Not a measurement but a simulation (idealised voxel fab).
Process module under the name voxel released beams
295 nm wide, 5 nm square cells: that's cross-section cut.
How to read a cross-section here: the picture is a grid of square cells, written as bands going from the top down, and any band can span one or more rows of cells.
Each band's line starts with the height of the band's top and of its bottom, in nm. Then come its materials from left to right, each with its width in nm. One material with "throughout" fills the band from edge to edge. "blank" is empty space.
The level at which height equals 0 is the one under which the wafer, as it arrives, is entirely one material. No lower edge exists for the bottom band, which continues downward and is notated as in "0 -> down".
The two numbers in a width such as "30..40" mark its ends across the band: the first belongs to the top row of cells, the second to the bottom row, and from each row to the next the width moves by the same amount.
"no alterations made" for a step: no cell of the cross-section changed in that step.
For the entry "Cavities, sealed", the listed items are empty spaces with no open way to the top whose size is 8 cells or more; each item follows the pattern width x height at distance, where distance is from the left edge and all three are in nm.
It should be noted that, on the line of a given step, the content following the step's settings is a remark produced by the simulator itself with respect to that step.
overlay nm: mask right of planned place by this much (step with mask). Neg. = left.
Steps planned for the process
1 RECEIVE | material Si
2 CONFORMAL_DEP | material Al2O3 | thk nm 5
3 DIRECTIONAL_DEP | material SiO2 | thk nm 20
4 MASKED_ETCH | tone open | mask id ANCHOR | width nm 35 | etch materials SiO2 | depth nm 20 | overlay nm 0
5 CONFORMAL_DEP | material SiN | thk nm 10
6 DIRECTIONAL_DEP | material aC | thk nm 15
7 PATTERN | tone cover | mask id BEAM | material resist | width nm 100 | thk nm 30 | overlay nm 0
8 DIRECTIONAL_ETCH | etch materials aC | depth nm 15
9 STRIP | etch materials resist
10 DIRECTIONAL_ETCH | etch materials SiN | depth nm 10
11 STRIP | etch materials aC
12 STRIP | etch materials SiO2
varied across the wafers: width nm of step 7. The plan shows the first wafer's value. All wafers start alike
Cross-section, first of several wafers, as delivered after step 1
    0 -> down: Si throughout
    Cavities, sealed: none
For your reference, the table is organized with a row per wafer; each row reflects the wafer at the end of the module, indicating for each material the cells gained (+) or lost (-) since receipt, and thereafter its closed voids
width nm 100 | +59 Al2O3 | +56 SiN | Cavities, sealed: none
width nm 105 | +59 Al2O3 | +58 SiN | Cavities, sealed: none
width nm 110 | +59 Al2O3 | +60 SiN | Cavities, sealed: none
width nm 115 | +59 Al2O3 | +62 SiN | Cavities, sealed: none
width nm 120 | +59 Al2O3 | +64 SiN | Cavities, sealed: none
width nm 125 | +59 Al2O3 | +66 SiN | Cavities, sealed: none
